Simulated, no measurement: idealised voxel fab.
Process module heading - voxel air gaps
Each square cell in cross-section cut measures 5 nm, and the section as a whole is 165 nm wide.
If you're reading a cross-section in this doc, picture square cells in a grid; it comes to you as bands, top ones listed first down to the bottom, and a band can be one or more rows of cells.
Within each band entry, the heights of the top and of the bottom of the band appear first, in that order and in nm; the materials of the band then follow from left to right, each with its corresponding width in nm. The designation "everywhere" on a single material indicates that it fills the band from edge to edge; the designation "air" indicates empty space.
All heights in this document are referenced to 0, defined as the level beneath which the wafer, as received, consists entirely of one material. The lowest band is not bounded below; it extends indefinitely downward and is written in the form "0 and below".
Width spec "30..40" -> top row of cells at first value, bottom row at second value, equal per-row change in between.
"stayed the same", as given for a step, is the statement that not any cell of the cross-section underwent a change during that step.
Look at "Enclosed void list" for the closed voids: empty spaces with no open path to the top, sized 8 cells or up. Each is width x height at distance, distance from the left edge, all nm.
Where a step's line continues beyond its settings, the continuation is a remark by the simulator itself on that step.
Steps that use a mask can have "overlay nm" on their line. It says how far the mask sat to the right of where it was meant to be. Negative means to the left.
Steps planned for the process
step 1: RECEIVE [material Si]
step 2: CONFORMAL_DEP [material SiO2] [thk nm 15]
step 3: CONFORMAL_DEP [material SiCN] [thk nm 5]
step 4: DIRECTIONAL_DEP [material SiO2] [thk nm 30]
step 5: DIRECTIONAL_DEP [material aC] [thk nm 10]
step 6: PATTERN [tone open] [mask id LINES] [material resist] [width nm 15] [pitch nm 40] [thk nm 25] [overlay nm 0]
step 7: DIRECTIONAL_ETCH [etch materials aC] [depth nm 10]
step 8: STRIP [etch materials resist]
step 9: DIRECTIONAL_ETCH [etch materials SiO2] [depth nm 30]
step 10: STRIP [etch materials aC]
step 11: CONFORMAL_DEP [material TiN] [thk nm 5]
step 12: FILL_DEP [material W] [thk nm 10]
step 13: CMP [height nm 50]
step 14: EPI [material Ru] [thk nm 10]
step 15: SELECTIVE_ETCH [etch materials SiO2] [depth nm 40]
step 16: CONFORMAL_DEP [material SiCN] [thk nm 5]
Incoming wafer in cross-section (state: after step 1)
* 0 and below | Si everywhere
* Enclosed void list: none
First wafer at the end, as planned
* 65 down to 60 | 20 nm air, 125 nm SiCN, 20 nm air
* 60 down to 50 | 20 nm air, 5 nm SiCN, 35 nm Ru, 5 nm SiCN, 35 nm Ru, 5 nm SiCN, 35 nm Ru, 5 nm SiCN, 20 nm air
* 50 down to 45 | 20 nm air, 15 nm SiCN, 5 nm TiN, 5 nm W, 5 nm TiN, 25 nm SiCN, 5 nm TiN, 5 nm W, 5 nm TiN, 25 nm SiCN, 5 nm TiN, 5 nm W, 5 nm TiN, 15 nm SiCN, 20 nm air
* 45 down to 25 | 30 nm air, 5 nm SiCN, 5 nm TiN, 5 nm W, 5 nm TiN, 5 nm SiCN, 15 nm air, 5 nm SiCN, 5 nm TiN, 5 nm W, 5 nm TiN, 5 nm SiCN, 15 nm air, 5 nm SiCN, 5 nm TiN, 5 nm W, 5 nm TiN, 5 nm SiCN, 30 nm air
* 25 down to 20 | 35 nm SiCN, 15 nm TiN, 25 nm SiCN, 15 nm TiN, 25 nm SiCN, 15 nm TiN, 35 nm SiCN
* 20 down to 15 | SiCN everywhere
* 15 down to 0 | SiO2 everywhere
* 0 and below | Si everywhere
* Enclosed void list: 15 x 20 at 55; 15 x 20 at 95
Cross-section at end of module for the second wafer of two, which matched the first in starting point and plan and differed by one mistake in its processing
* 65 down to 60 | 20 nm air, 130 nm SiCN, 15 nm air
* 60 down to 50 | 20 nm air, 5 nm SiCN, 120 nm Ru, 5 nm SiCN, 15 nm air
* 50 down to 45 | 20 nm air, 15 nm SiCN, 5 nm TiN, 10 nm W, 5 nm TiN, 20 nm SiO2, 5 nm TiN, 10 nm W, 5 nm TiN, 20 nm SiO2, 5 nm TiN, 10 nm W, 5 nm TiN, 15 nm SiCN, 15 nm air
* 45 down to 25 | 30 nm air, 5 nm SiCN, 5 nm TiN, 10 nm W, 5 nm TiN, 20 nm SiO2, 5 nm TiN, 10 nm W, 5 nm TiN, 20 nm SiO2, 5 nm TiN, 10 nm W, 5 nm TiN, 5 nm SiCN, 25 nm air
* 25 down to 20 | 35 nm SiCN, 20 nm TiN, 20 nm SiO2, 20 nm TiN, 20 nm SiO2, 20 nm TiN, 30 nm SiCN
* 20 down to 15 | SiCN everywhere
* 15 down to 0 | SiO2 everywhere
* 0 and below | Si everywhere
* Enclosed void list: none
The plan and the run diverged here: contrary to plan, step 6 was performed as PATTERN [tone open] [mask id LINES] [material resist] [width nm 20] [pitch nm 40] [thk nm 25] [overlay nm 0]
Cell-count delta at end, second wafer over first, by material: 6 more of Ru, 40 fewer of SiCN, 48 more of SiO2, 3 more of TiN, 15 more of W
Final count of closed voids per wafer: 2 in the first, 0 in the second.
